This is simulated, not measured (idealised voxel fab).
Herein follows the process module entitled voxel gate over fins.
It is cross-section cut that appears here, measuring 270 nm in width, its square cells being 5 nm in size.
We lay out every cross-section as a grid of square cells and spell it out in bands from the top down, where one band means one or more rows of cells.
For a band, the entry starts with two heights in nm, that of the top and then that of the bottom, and carries on with the band's materials in order from left to right, each alongside its width in nm; the word "all across" beside a single material means it fills the band edge to edge, and "air" means empty space.
Heights are measured from 0, the level below which the as-received wafer is all one material; the lowest band has no bottom and continues downward, written as in "0 nm and below".
A width given as "30 to 40" starts at the first number in the band's top row and ends at the second number in its bottom row, shifting by an equal amount at every step from row to row.
Where the words "no modification" appear for a step, the cross-section shows no cell changed by that step; every cell remained as before.
In the "Closed cavities" entry, you get each enclosed empty space of 8 cells or more, one with no open way to the top, written width x height at distance, distance from the left edge, in nm.
Note: text after step settings on the step line = simulator remark on that step.
overlay nm: right-of-plan distance of the mask on a masked step; negative values mean left-of-plan.
### Steps planned for the process
1: op RECEIVE | material Si
2: op CONFORMAL_DEP | material SiN | thk nm 5
3: op MASKED_ETCH | tone cover | mask id FINS | width nm 15 | pitch nm 55 | etch materials SiN | depth nm 5 | overlay nm 0
4: op MASKED_ETCH | tone cover | mask id FINS | width nm 15 | pitch nm 55 | etch materials Si | depth nm 35 | overlay nm 0
5: op OXIDIZE | depth nm 5
6: op FILL_DEP | material SiO2 | thk nm 15
7: op CMP | height nm 5
8: op PATTERN | tone open | mask id RAIL | material resist | width nm 15 | thk nm 20 | overlay nm 0
9: op DIRECTIONAL_ETCH | etch materials SiO2 | depth nm 35
10: op STRIP | etch materials resist
11: op CONFORMAL_DEP | material TiN | thk nm 5
12: op FILL_DEP | material Ru | thk nm 5
13: op CMP | height nm 5
14: op SELECTIVE_ETCH | etch materials W Ru TiN | depth nm 20
15: op FILL_DEP | material SiO2 | thk nm 5
16: op CMP | height nm 5
17: op SELECTIVE_ETCH | etch materials SiO2 | depth nm 15
18: op STRIP | etch materials SiN
19: op CONFORMAL_DEP | material HfO2 | thk nm 5
20: op CONFORMAL_DEP | material TiN | thk nm 5
21: op FILL_DEP | material W | thk nm 15
22: op CMP | height nm 20
23: op CONFORMAL_DEP | material SiCN | thk nm 5
### Cross-section: wafer on arrival = after step 1
> 0 nm and below  Si all across
> Closed cavities: none
### Here's the cross-section of the first of our two wafers at the end of the module - it ran as planned
> 25 nm to 20 nm  SiCN all across
> 20 nm to 10 nm  W all across
> 10 nm to 5 nm  W 40 / TiN 25 / W 30 / TiN 25 / W 30 / TiN 25 / W 30 / TiN 25 / W 40
> 5 nm to 0 nm  W 40 / TiN 5 / HfO2 15 / TiN 5 / W 30 / TiN 5 / HfO2 15 / TiN 5 / W 30 / TiN 5 / HfO2 15 / TiN 5 / W 30 / TiN 5 / HfO2 15 / TiN 5 / W 40
> 0 nm to -5 nm  TiN 45 / HfO2 5 / Si 5 / HfO2 5 / TiN 40 / HfO2 5 / Si 5 / HfO2 5 / TiN 40 / HfO2 5 / Si 5 / HfO2 5 / TiN 40 / HfO2 5 / Si 5 / HfO2 5 / TiN 45
> -5 nm to -10 nm  HfO2 50 / Si 5 / HfO2 50 / Si 5 / HfO2 50 / Si 5 / HfO2 50 / Si 5 / HfO2 50
> -10 nm to -15 nm  SiO2 50 / Si 5 / SiO2 50 / Si 5 / SiO2 50 / Si 5 / SiO2 50 / Si 5 / SiO2 50
> -15 nm to -25 nm  SiO2 50 / Si 5 / SiO2 15 / TiN 5 / Ru 5 / TiN 5 / SiO2 20 / Si 5 / SiO2 50 / Si 5 / SiO2 50 / Si 5 / SiO2 50
> -25 nm to -30 nm  SiO2 50 / Si 5 / SiO2 15 / TiN 15 / SiO2 20 / Si 5 / SiO2 50 / Si 5 / SiO2 50 / Si 5 / SiO2 50
> -30 nm to -40 nm  SiO2 50 / Si 5 / SiO2 50 / Si 5 / SiO2 50 / Si 5 / SiO2 50 / Si 5 / SiO2 50
> -40 nm and below  Si all across
> Closed cavities: none
### Second wafer of the two, sectioned at the end of the module. It began like the first and followed the same plan, but one mistake was made while running it
> 25 nm to 20 nm  SiCN all across
> 20 nm to 5 nm  W all across
> 5 nm to 0 nm  W 40 / TiN 25 / W 30 / TiN 25 / W 30 / TiN 25 / W 30 / TiN 25 / W 40
> 0 nm to -5 nm  TiN 45 / HfO2 15 / TiN 40 / HfO2 15 / TiN 40 / HfO2 15 / TiN 40 / HfO2 15 / TiN 45
> -5 nm to -10 nm  HfO2 50 / Si 5 / HfO2 50 / Si 5 / HfO2 50 / Si 5 / HfO2 50 / Si 5 / HfO2 50
> -10 nm to -15 nm  SiO2 50 / Si 5 / SiO2 50 / Si 5 / SiO2 50 / Si 5 / SiO2 50 / Si 5 / SiO2 50
> -15 nm to -25 nm  SiO2 50 / Si 5 / SiO2 15 / TiN 5 / Ru 5 / TiN 5 / SiO2 20 / Si 5 / SiO2 50 / Si 5 / SiO2 50 / Si 5 / SiO2 50
> -25 nm to -30 nm  SiO2 50 / Si 5 / SiO2 15 / TiN 15 / SiO2 20 / Si 5 / SiO2 50 / Si 5 / SiO2 50 / Si 5 / SiO2 50
> -30 nm to -40 nm  SiO2 50 / Si 5 / SiO2 50 / Si 5 / SiO2 50 / Si 5 / SiO2 50 / Si 5 / SiO2 50
> -40 nm and below  Si all across
> Closed cavities: none
Misprocessing identified: plan step 2: skipped, not run
Cell-count delta at end, second wafer over first, by material: -8 HfO2, -4 Si, -8 TiN, +20 W
